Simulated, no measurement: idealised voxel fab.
process module | voxel wiring stack
cross-section cut | 210 nm wide | cells 5 nm
A cross-section is a grid of square cells, given in bands from the top down. A band is one or more rows of cells.
Each band's line starts with the height of the band's top and of its bottom, in nm. Then come its materials from left to right, each with its width in nm. One material with "throughout" fills the band from edge to edge. "air" is empty space.
Height 0 is the level under which the wafer as received is all one material. The lowest band goes on downwards, as in "0 down".
A width such as "30 to 40" changes by the same amount from each row of cells to the next, from the band's top row to its bottom row.
"no change" after a step means that no cell of the cross-section changed.
closed voids: empty space of 8 cells or more with no open way to the top, each as width x height at its distance from the left edge, in nm
after a step's settings: what the simulator itself notes on the step
overlay nm, on a step with a mask: how far to the right of its planned place the mask lay; to the left if negative
plan
1 op RECEIVE | material Si
2 op CONFORMAL_DEP | material SiO2 | thk nm 15
3 op CONFORMAL_DEP | material SiCN | thk nm 5
4 op DIRECTIONAL_DEP | material lowk | thk nm 15
5 op PATTERN | tone open | mask id METAL_1 | material resist | width nm 30 | pitch nm 45 | thk nm 15 | overlay nm 0
6 op DIRECTIONAL_ETCH | etch materials lowk | depth nm 15
7 op DIRECTIONAL_ETCH | etch materials SiCN | depth nm 5
8 op STRIP | etch materials resist
9 op CONFORMAL_DEP | material TiN | thk nm 5
10 op FILL_DEP | material W | thk nm 5
11 op CMP | height nm 35
12 op CONFORMAL_DEP | material SiCN | thk nm 5
13 op DIRECTIONAL_DEP | material lowk | thk nm 20
14 op PATTERN | tone open | mask id PLUG_1 | material resist | width nm 15 | pitch nm 45 | thk nm 20 | overlay nm 0
15 op DIRECTIONAL_ETCH | etch materials lowk | depth nm 20
16 op DIRECTIONAL_ETCH | etch materials SiCN | depth nm 5
17 op STRIP | etch materials resist
18 op CONFORMAL_DEP | material TiN | thk nm 5
19 op FILL_DEP | material Ru | thk nm 10
20 op CMP | height nm 60
21 op DIRECTIONAL_DEP | material TiN | thk nm 5
22 op DIRECTIONAL_DEP | material W | thk nm 25
23 op DIRECTIONAL_DEP | material aC | thk nm 10
24 op PATTERN | tone cover | mask id METAL_2 | material resist | width nm 30 | pitch nm 45 | thk nm 30 | overlay nm 0
25 op DIRECTIONAL_ETCH | etch materials aC | depth nm 10
26 op STRIP | etch materials resist
27 op DIRECTIONAL_ETCH | etch materials W | depth nm 25
28 op DIRECTIONAL_ETCH | etch materials TiN | depth nm 5
29 op STRIP | etch materials aC
30 op FILL_DEP | material lowk | thk nm 5
31 op CMP | height nm 90
32 op CONFORMAL_DEP | material SiCN | thk nm 5
33 op DIRECTIONAL_DEP | material SiO2 | thk nm 35
34 op PATTERN | tone open | mask id METAL_3_HOLES | material resist | width nm 15 | pitch nm 45 | thk nm 20 | overlay nm 0
35 op DIRECTIONAL_ETCH | etch materials SiO2 | depth nm 35
36 op STRIP | etch materials resist
37 op DIRECTIONAL_DEP | material aC | thk nm 15
38 op PATTERN | tone open | mask id METAL_3 | material resist | width nm 30 | pitch nm 45 | thk nm 30 | overlay nm 0
39 op DIRECTIONAL_ETCH | etch materials aC | depth nm 15
40 op STRIP | etch materials resist
41 op DIRECTIONAL_ETCH | etch materials SiO2 | depth nm 20
42 op DIRECTIONAL_ETCH | etch materials SiCN | depth nm 5
43 op STRIP | etch materials aC
44 op CONFORMAL_DEP | material TiN | thk nm 5
45 op FILL_DEP | material Ru | thk nm 10
46 op CMP | height nm 130
47 op CONFORMAL_DEP | material SiN | thk nm 5
as received, after step 1
  0 down: Si throughout
  closed voids: none
first wafer at the end, as planned
  135 to 130: SiN throughout
  130 to 115: SiO2 20 | TiN 5 | Ru 20 | TiN 5 | SiO2 15 | TiN 5 | Ru 20 | TiN 5 | SiO2 15 | TiN 5 | Ru 20 | TiN 5 | SiO2 15 | TiN 5 | Ru 20 | TiN 5 | SiO2 25
  115 to 110: SiO2 20 | TiN 5 | Ru 5 | TiN 20 | SiO2 15 | TiN 5 | Ru 5 | TiN 20 | SiO2 15 | TiN 5 | Ru 5 | TiN 20 | SiO2 15 | TiN 5 | Ru 5 | TiN 20 | SiO2 25
  110 to 95: SiO2 20 | TiN 5 | Ru 5 | TiN 5 | SiO2 30 | TiN 5 | Ru 5 | TiN 5 | SiO2 30 | TiN 5 | Ru 5 | TiN 5 | SiO2 30 | TiN 5 | Ru 5 | TiN 5 | SiO2 40
  95 to 90: SiCN 20 | TiN 15 | SiCN 30 | TiN 15 | SiCN 30 | TiN 15 | SiCN 30 | TiN 15 | SiCN 40
  90 to 65: lowk 20 | W 30 | lowk 15 | W 30 | lowk 15 | W 30 | lowk 15 | W 30 | lowk 25
  65 to 60: lowk 20 | TiN 30 | lowk 15 | TiN 30 | lowk 15 | TiN 30 | lowk 15 | TiN 30 | lowk 25
  60 to 40: lowk 20 | TiN 5 | Ru 5 | TiN 5 | lowk 30 | TiN 5 | Ru 5 | TiN 5 | lowk 30 | TiN 5 | Ru 5 | TiN 5 | lowk 30 | TiN 5 | Ru 5 | TiN 5 | lowk 40
  40 to 35: SiCN 20 | TiN 15 | SiCN 30 | TiN 15 | SiCN 30 | TiN 15 | SiCN 30 | TiN 15 | SiCN 40
  35 to 20: lowk 20 | TiN 5 | W 20 | TiN 5 | lowk 15 | TiN 5 | W 20 | TiN 5 | lowk 15 | TiN 5 | W 20 | TiN 5 | lowk 15 | TiN 5 | W 20 | TiN 5 | lowk 25
  20 to 15: SiCN 20 | TiN 30 | SiCN 15 | TiN 30 | SiCN 15 | TiN 30 | SiCN 15 | TiN 30 | SiCN 25
  15 to 0: SiO2 throughout
  0 down: Si throughout
  closed voids: none
second wafer at the end: like start, like plan, one mistake
  135 to 130: SiN throughout
  130 to 115: SiO2 20 | TiN 5 | Ru 20 | TiN 5 | SiO2 15 | TiN 5 | Ru 20 | TiN 5 | SiO2 15 | TiN 5 | Ru 20 | TiN 5 | SiO2 15 | TiN 5 | Ru 20 | TiN 5 | SiO2 25
  115 to 110: SiO2 20 | TiN 5 | Ru 5 | TiN 20 | SiO2 15 | TiN 5 | Ru 5 | TiN 20 | SiO2 15 | TiN 5 | Ru 5 | TiN 20 | SiO2 15 | TiN 5 | Ru 5 | TiN 20 | SiO2 25
  110 to 95: SiO2 20 | TiN 5 | Ru 5 | TiN 5 | SiO2 30 | TiN 5 | Ru 5 | TiN 5 | SiO2 30 | TiN 5 | Ru 5 | TiN 5 | SiO2 30 | TiN 5 | Ru 5 | TiN 5 | SiO2 40
  95 to 90: SiCN 20 | TiN 15 | SiCN 30 | TiN 15 | SiCN 30 | TiN 15 | SiCN 30 | TiN 15 | SiCN 40
  90 to 85: lowk 20 | TiN 30 | lowk 15 | TiN 30 | lowk 15 | TiN 30 | lowk 15 | TiN 30 | lowk 25
  85 to 60: W throughout
  60 to 40: lowk 20 | TiN 5 | Ru 5 | TiN 5 | lowk 30 | TiN 5 | Ru 5 | TiN 5 | lowk 30 | TiN 5 | Ru 5 | TiN 5 | lowk 30 | TiN 5 | Ru 5 | TiN 5 | lowk 40
  40 to 35: SiCN 20 | TiN 15 | SiCN 30 | TiN 15 | SiCN 30 | TiN 15 | SiCN 30 | TiN 15 | SiCN 40
  35 to 20: lowk 20 | TiN 5 | W 20 | TiN 5 | lowk 15 | TiN 5 | W 20 | TiN 5 | lowk 15 | TiN 5 | W 20 | TiN 5 | lowk 15 | TiN 5 | W 20 | TiN 5 | lowk 25
  20 to 15: SiCN 20 | TiN 30 | SiCN 15 | TiN 30 | SiCN 15 | TiN 30 | SiCN 15 | TiN 30 | SiCN 25
  15 to 0: SiO2 throughout
  0 down: Si throughout
  closed voids: none
what went wrong: steps 21 and 22 were swapped
at the end the second wafer has, in cells: 90 more of W | 90 fewer of lowk
